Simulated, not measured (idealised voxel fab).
Name of the process module below: voxel capacitor over wiring
We display cut, a cross-section 230 nm in width whose square cells are each 5 nm.
A cross-section in this document is a grid of square cells, and it is written down as bands, the top band listed before the ones below it; a band is made up of one or more rows of cells. Read a band's entry like this: the first values are the height of its top and the height of its bottom in nm, and what follows is the sequence of materials from left to right, each with its width in nm. Note that "blank" is empty space, and that a single material marked "all across" reaches across the band from edge to edge. Heights from 0 (as-received wafer is one material below). Bottom band endless downward, as "0 -> down". Per-row width for "30->40": begins at first number (top row of band), ends at second number (bottom row), increment between rows held constant. The designation "no modification", where it is given for a processing step, indicates that no cell of the cross-section was altered in the course of that step. The entry titled "Cavities, closed" provides the empty spaces that have no open way to the top, restricted to those of 8 cells or more. Each is presented as width x height at distance, the distance being measured from the left edge, with all three in nm. What comes after the settings on a step's line is commentary from the simulator itself on that step. "overlay nm" denotes, for a step that has a mask, the displacement of the mask to the right of its planned place, with negative values corresponding to the left.

Steps planned for the process
1) op RECEIVE | material Si
2) op CONFORMAL_DEP | material SiO2 | thk nm 15
3) op DIRECTIONAL_DEP | material TiN | thk nm 5
4) op DIRECTIONAL_DEP | material Ru | thk nm 20
5) op PATTERN | tone cover | mask id METAL_1 | material resist | width nm 30 | pitch nm 80 | thk nm 20 | overlay nm 0
6) op DIRECTIONAL_ETCH | etch materials Ru | depth nm 20
7) op DIRECTIONAL_ETCH | etch materials TiN | depth nm 5
8) op STRIP | etch materials resist
9) op CONFORMAL_DEP | material SiN | thk nm 5
10) op FILL_DEP | material lowk | thk nm 10
11) op CMP | height nm 40
12) op CONFORMAL_DEP | material SiCN | thk nm 5
13) op DIRECTIONAL_DEP | material lowk | thk nm 15
14) op MASKED_ETCH | tone open | mask id PLUG_1 | width nm 15 | etch materials lowk | depth nm 15 | overlay nm 0
15) op MASKED_ETCH | tone open | mask id PLUG_1 | width nm 15 | etch materials SiCN | depth nm 5 | overlay nm 0
16) op CONFORMAL_DEP | material TiN | thk nm 5
17) op FILL_DEP | material W | thk nm 5
18) op CMP | height nm 60
19) op DIRECTIONAL_DEP | material TiN | thk nm 5
20) op DIRECTIONAL_DEP | material HfO2 | thk nm 5
21) op DIRECTIONAL_DEP | material TiN | thk nm 5
22) op PATTERN | tone cover | mask id UPPER_PLATE | material resist | width nm 55 | thk nm 20 | overlay nm 0
23) op DIRECTIONAL_ETCH | etch materials TiN | depth nm 5
24) op DIRECTIONAL_ETCH | etch materials HfO2 | depth nm 5
25) op STRIP | etch materials resist
26) op DIRECTIONAL_DEP | material aC | thk nm 15
27) op PATTERN | tone cover | mask id LOWER_PLATE | material resist | width nm 65 | thk nm 30 | overlay nm 0
28) op DIRECTIONAL_ETCH | etch materials aC | depth nm 15
29) op STRIP | etch materials resist
30) op DIRECTIONAL_ETCH | etch materials TiN | depth nm 5
31) op STRIP | etch materials aC
32) op FILL_DEP | material SiO2 | thk nm 15
33) op CMP | height nm 85
34) op DIRECTIONAL_DEP | material aC | thk nm 10
35) op PATTERN | tone open | mask id PLUG_2 | material resist | width nm 15 | thk nm 30 | overlay nm 0
36) op DIRECTIONAL_ETCH | etch materials aC | depth nm 10
37) op STRIP | etch materials resist
38) op DIRECTIONAL_ETCH | etch materials SiO2 | depth nm 10
39) op STRIP | etch materials aC
40) op CONFORMAL_DEP | material TiN | thk nm 5
41) op FILL_DEP | material W | thk nm 10
42) op CMP | height nm 85
43) op CONFORMAL_DEP | material SiCN | thk nm 5

As received (post step 1): cross-section
* 0 -> down = Si all across
* Cavities, closed: none

Starting wafer: above. Plan: above. Run: one mistake. Cross-section after the module: below
* 90 -> 85 = SiCN all across
* 85 -> 80 = 85 of SiO2  5 of TiN  5 of W  5 of TiN  130 of SiO2
* 80 -> 70 = 85->75 of SiO2  15->55 of TiN  130->100 of SiO2
* 70 -> 65 = 75 of SiO2  55 of HfO2  100 of SiO2
* 65 -> 60 = 70 of SiO2  65 of TiN  95 of SiO2
* 60 -> 55 = 75 of SiCN  15 of TiN  140 of SiCN
* 55 -> 40 = lowk all across
* 40 -> 20 = 55 of lowk  5 of SiN  30 of Ru  5 of SiN  40 of lowk  5 of SiN  30 of Ru  5 of SiN  55 of lowk
* 20 -> 15 = 60 of SiN  30 of TiN  50 of SiN  30 of TiN  60 of SiN
* 15 -> 0 = SiO2 all across
* 0 -> down = Si all across
* Cavities, closed: none
Nonconformance to the process plan: plan vs actual: 12 and 13 interchanged
